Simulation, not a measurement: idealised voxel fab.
Title: Process Module voxel wiring stack
Xsec cut, 260 nm wide, square cell size 5 nm.
Reading order for cross-sections: top band down to bottom band. Underlying form: a grid of square cells. Band size: one or more rows of cells. Heights first: top, then bottom, in nm. Then materials, left to right, each with a width in nm. "throughout" on a single material: fills the band edge to edge. "blank": empty space. Heights are reckoned from 0. Under this level, the received wafer is all of one material. The bottommost band is open-ended downward, for example "z 0 and below". A two-number width, for instance "30..40", indicates that the width is equal to the first number in the top row of the band and to the second number in the bottom row, and that it changes by a constant amount per row of cells. Basically "no alteration" means that step didn't change any cell in the cross-section. "Enclosed cavity list": sealed empty spaces, 8 cells or more, no open way to top, listed width x height at distance, with distance from the left edge and width, height and distance in nm. Anything after a step's settings on that line? It's the simulator's own note about the step. The "overlay nm" setting may appear on a step's line; for a step that uses a mask, it gives how far to the right of its planned position the mask lay, and a negative value indicates the left.

### Intended process steps
1 RECEIVE,material Si
2 CONFORMAL_DEP,material SiO2,thk nm 15
3 CONFORMAL_DEP,material SiCN,thk nm 5
4 DIRECTIONAL_DEP,material lowk,thk nm 15
5 DIRECTIONAL_DEP,material aC,thk nm 10
6 PATTERN,tone open,mask id METAL_1,material resist,width nm 30,pitch nm 45,thk nm 30,overlay nm 0
7 DIRECTIONAL_ETCH,etch materials aC,depth nm 10
8 STRIP,etch materials resist
9 DIRECTIONAL_ETCH,etch materials lowk,depth nm 15
10 DIRECTIONAL_ETCH,etch materials SiCN,depth nm 5
11 STRIP,etch materials aC
12 CONFORMAL_DEP,material TiN,thk nm 5
13 FILL_DEP,material Ru,thk nm 10
14 CMP,height nm 35
15 CONFORMAL_DEP,material SiCN,thk nm 5
16 DIRECTIONAL_DEP,material SiO2,thk nm 30
17 PATTERN,tone open,mask id METAL_2,material resist,width nm 30,pitch nm 45,thk nm 20,overlay nm 0
18 DIRECTIONAL_ETCH,etch materials SiO2,depth nm 20
19 STRIP,etch materials resist
20 PATTERN,tone open,mask id METAL_2_HOLES,material resist,width nm 15,pitch nm 45,thk nm 20,overlay nm 0
21 DIRECTIONAL_ETCH,etch materials SiO2,depth nm 10
22 DIRECTIONAL_ETCH,etch materials SiCN,depth nm 5
23 STRIP,etch materials resist
24 CONFORMAL_DEP,material TiN,thk nm 5
25 FILL_DEP,material Cu,thk nm 5
26 CMP,height nm 70
27 CONFORMAL_DEP,material SiCN,thk nm 5
28 DIRECTIONAL_DEP,material lowk,thk nm 30
29 DIRECTIONAL_DEP,material aC,thk nm 15
30 PATTERN,tone open,mask id METAL_3_HOLES,material resist,width nm 15,pitch nm 45,thk nm 35,overlay nm 0
31 DIRECTIONAL_ETCH,etch materials aC,depth nm 15
32 STRIP,etch materials resist
33 DIRECTIONAL_ETCH,etch materials lowk,depth nm 30
34 STRIP,etch materials aC
35 MASKED_ETCH,tone open,mask id METAL_3,width nm 30,pitch nm 45,etch materials lowk,depth nm 15,overlay nm 0
36 MASKED_ETCH,tone open,mask id METAL_3,width nm 30,pitch nm 45,etch materials SiCN,depth nm 5,overlay nm 0
37 CONFORMAL_DEP,material TiN,thk nm 5
38 FILL_DEP,material Cu,thk nm 5
39 CMP,height nm 105
40 CONFORMAL_DEP,material SiCN,thk nm 5

### As-received state of the wafer in cross-section, equivalent to post-step 1
  z 0 and below  Si throughout
  Enclosed cavity list: none

### The first of the two wafers as seen in cross-section once the module was finished; processing followed the plan
  z 110 to 105  SiCN throughout
  z 105 to 95  lowk 45  TiN 5  Cu 20  TiN 5  lowk 15  TiN 5  Cu 20  TiN 5  lowk 15  TiN 5  Cu 20  TiN 5  lowk 15  TiN 5  Cu 20  TiN 5  lowk 50
  z 95 to 90  lowk 45  TiN 5  Cu 5  TiN 20  lowk 15  TiN 5  Cu 5  TiN 20  lowk 15  TiN 5  Cu 5  TiN 20  lowk 15  TiN 5  Cu 5  TiN 20  lowk 50
  z 90 to 75  lowk 45  TiN 5  Cu 5  TiN 5  lowk 30  TiN 5  Cu 5  TiN 5  lowk 30  TiN 5  Cu 5  TiN 5  lowk 30  TiN 5  Cu 5  TiN 5  lowk 65
  z 75 to 70  SiCN 45  TiN 15  SiCN 30  TiN 15  SiCN 30  TiN 15  SiCN 30  TiN 15  SiCN 65
  z 70 to 55  SiO2 45  TiN 5  Cu 20  TiN 5  SiO2 15  TiN 5  Cu 20  TiN 5  SiO2 15  TiN 5  Cu 20  TiN 5  SiO2 15  TiN 5  Cu 20  TiN 5  SiO2 50
  z 55 to 50  SiO2 45  TiN 5  Cu 5  TiN 20  SiO2 15  TiN 5  Cu 5  TiN 20  SiO2 15  TiN 5  Cu 5  TiN 20  SiO2 15  TiN 5  Cu 5  TiN 20  SiO2 50
  z 50 to 40  SiO2 45  TiN 5  Cu 5  TiN 5  SiO2 30  TiN 5  Cu 5  TiN 5  SiO2 30  TiN 5  Cu 5  TiN 5  SiO2 30  TiN 5  Cu 5  TiN 5  SiO2 65
  z 40 to 35  SiCN 45  TiN 15  SiCN 30  TiN 15  SiCN 30  TiN 15  SiCN 30  TiN 15  SiCN 65
  z 35 to 20  lowk 45  TiN 5  Ru 20  TiN 5  lowk 15  TiN 5  Ru 20  TiN 5  lowk 15  TiN 5  Ru 20  TiN 5  lowk 15  TiN 5  Ru 20  TiN 5  lowk 50
  z 20 to 15  SiCN 45  TiN 30  SiCN 15  TiN 30  SiCN 15  TiN 30  SiCN 15  TiN 30  SiCN 50
  z 15 to 0  SiO2 throughout
  z 0 and below  Si throughout
  Enclosed cavity list: none

### So this is wafer number two of the two, cut at the end of the module - it started where the first did and had the same plan, we just got one thing wrong running it
  z 110 to 105  SiCN throughout
  z 105 to 95  lowk 45  TiN 5  Cu 20  TiN 5  lowk 15  TiN 5  Cu 20  TiN 5  lowk 15  TiN 5  Cu 20  TiN 5  lowk 15  TiN 5  Cu 20  TiN 5  lowk 50
  z 95 to 90  lowk 45  TiN 5  Cu 5  TiN 20  lowk 15  TiN 5  Cu 5  TiN 20  lowk 15  TiN 5  Cu 5  TiN 20  lowk 15  TiN 5  Cu 5  TiN 20  lowk 50
  z 90 to 75  lowk 45  TiN 5  Cu 5  TiN 5  lowk 30  TiN 5  Cu 5  TiN 5  lowk 30  TiN 5  Cu 5  TiN 5  lowk 30  TiN 5  Cu 5  TiN 5  lowk 65
  z 75 to 70  SiCN 45  TiN 15  SiCN 30  TiN 15  SiCN 30  TiN 15  SiCN 30  TiN 15  SiCN 65
  z 70 to 55  SiO2 45  TiN 5  Cu 20  TiN 5  SiO2 15  TiN 5  Cu 20  TiN 5  SiO2 15  TiN 5  Cu 20  TiN 5  SiO2 15  TiN 5  Cu 20  TiN 5  SiO2 50
  z 55 to 50  SiO2 45  TiN 5  Cu 5  TiN 20  SiO2 15  TiN 5  Cu 5  TiN 20  SiO2 15  TiN 5  Cu 5  TiN 20  SiO2 15  TiN 5  Cu 5  TiN 20  SiO2 50
  z 50 to 40  SiO2 45  TiN 5  Cu 5  TiN 5  SiO2 30  TiN 5  Cu 5  TiN 5  SiO2 30  TiN 5  Cu 5  TiN 5  SiO2 30  TiN 5  Cu 5  TiN 5  SiO2 65
  z 40 to 35  SiCN 45  TiN 15  SiCN 30  TiN 15  SiCN 30  TiN 15  SiCN 30  TiN 15  SiCN 65
  z 35 to 20  lowk 50  TiN 5  Ru 20  TiN 5  lowk 15  TiN 5  Ru 20  TiN 5  lowk 15  TiN 5  Ru 20  TiN 5  lowk 15  TiN 5  Ru 20  TiN 5  lowk 45
  z 20 to 15  SiCN 50  TiN 30  SiCN 15  TiN 30  SiCN 15  TiN 30  SiCN 15  TiN 30  SiCN 45
  z 15 to 0  SiO2 throughout
  z 0 and below  Si throughout
  Enclosed cavity list: none
Finding, execution versus plan: off-plan run, step 6, actual operation and settings PATTERN,tone open,mask id METAL_1,material resist,width nm 30,pitch nm 45,thk nm 30,overlay nm 5
Both wafers, final: cells per material equal; arrangement not.
